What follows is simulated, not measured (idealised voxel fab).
process module | voxel capacitor over wiring
cross-section cut | 200 nm wide | cells 5 nm
A cross-section is a grid of square cells, given in bands from the top down. A band is one or more rows of cells.
Each band's line starts with the height of the band's top and of its bottom, in nm. Then come its materials from left to right, each with its width in nm. One material with "throughout" fills the band from edge to edge. "air" is empty space.
Height 0 is the level under which the wafer as received is all one material. The lowest band goes on downwards, as in "0 down".
A width such as "30 to 40" changes by the same amount from each row of cells to the next, from the band's top row to its bottom row.
"no change" after a step means that no cell of the cross-section changed.
closed voids: empty space of 8 cells or more with no open way to the top, each as width x height at its distance from the left edge, in nm
after a step's settings: what the simulator itself notes on the step
overlay nm, on a step with a mask: how far to the right of its planned place the mask lay; to the left if negative
plan
1 op RECEIVE | material Si
2 op CONFORMAL_DEP | material SiO2 | thk nm 15
3 op DIRECTIONAL_DEP | material TiN | thk nm 5
4 op DIRECTIONAL_DEP | material W | thk nm 25
5 op MASKED_ETCH | tone cover | mask id METAL_1 | width nm 20 | pitch nm 90 | etch materials W | depth nm 25 | overlay nm 0
6 op MASKED_ETCH | tone cover | mask id METAL_1 | width nm 20 | pitch nm 90 | etch materials TiN | depth nm 5 | overlay nm 0
7 op FILL_DEP | material SiO2 | thk nm 10
8 op CMP | height nm 45
9 op CONFORMAL_DEP | material SiCN | thk nm 5
10 op DIRECTIONAL_DEP | material SiO2 | thk nm 20
11 op DIRECTIONAL_DEP | material aC | thk nm 10
12 op PATTERN | tone open | mask id PLUG_1 | material resist | width nm 15 | thk nm 25 | overlay nm 0
13 op DIRECTIONAL_ETCH | etch materials aC | depth nm 10
14 op STRIP | etch materials resist
15 op DIRECTIONAL_ETCH | etch materials SiO2 | depth nm 20
16 op DIRECTIONAL_ETCH | etch materials SiCN | depth nm 5
17 op STRIP | etch materials aC
18 op CONFORMAL_DEP | material TiN | thk nm 5
19 op FILL_DEP | material W | thk nm 5
20 op CMP | height nm 70
21 op DIRECTIONAL_DEP | material TiN | thk nm 10
22 op DIRECTIONAL_DEP | material HfO2 | thk nm 5
23 op DIRECTIONAL_DEP | material TiN | thk nm 5
24 op DIRECTIONAL_DEP | material aC | thk nm 15
25 op PATTERN | tone cover | mask id UPPER_PLATE | material resist | width nm 75 | thk nm 30 | overlay nm 0
26 op DIRECTIONAL_ETCH | etch materials aC | depth nm 15
27 op STRIP | etch materials resist
28 op DIRECTIONAL_ETCH | etch materials TiN | depth nm 5
29 op DIRECTIONAL_ETCH | etch materials HfO2 | depth nm 5
30 op STRIP | etch materials aC
31 op PATTERN | tone cover | mask id LOWER_PLATE | material resist | width nm 85 | thk nm 20 | overlay nm 0
32 op DIRECTIONAL_ETCH | etch materials TiN | depth nm 10
33 op STRIP | etch materials resist
34 op FILL_DEP | material SiO2 | thk nm 20
35 op CMP | height nm 105
36 op DIRECTIONAL_DEP | material aC | thk nm 15
37 op PATTERN | tone open | mask id PLUG_2 | material resist | width nm 15 | thk nm 35 | overlay nm 0
38 op DIRECTIONAL_ETCH | etch materials aC | depth nm 15
39 op STRIP | etch materials resist
40 op DIRECTIONAL_ETCH | etch materials SiO2 | depth nm 15
41 op STRIP | etch materials aC
42 op CONFORMAL_DEP | material TiN | thk nm 5
43 op FILL_DEP | material Cu | thk nm 5
44 op CMP | height nm 105
45 op CONFORMAL_DEP | material SiN | thk nm 5
as received, after step 1
  0 down: Si throughout
  closed voids: none
a wafer at the end: this start, this plan, one mistake
  110 to 105: SiN throughout
  105 to 95: SiO2 60 | TiN 5 | SiN 5 | TiN 5 | SiO2 125
  95 to 85: SiO2 60 to 50 | TiN 15 to 75 | SiO2 125 to 75
  85 to 80: SiO2 50 | HfO2 75 | SiO2 75
  80 to 70: SiO2 45 | TiN 85 | SiO2 70
  70 to 50: SiO2 50 | TiN 5 | W 5 | TiN 5 | SiO2 135
  50 to 45: SiCN 50 | TiN 15 | SiCN 135
  45 to 20: SiO2 45 | W 20 | SiO2 70 | W 20 | SiO2 45
  20 to 15: SiO2 45 | TiN 20 | SiO2 70 | TiN 20 | SiO2 45
  15 to 0: SiO2 throughout
  0 down: Si throughout
  closed voids: none
what went wrong: step 43 ran as: op FILL_DEP | material SiN | thk nm 5
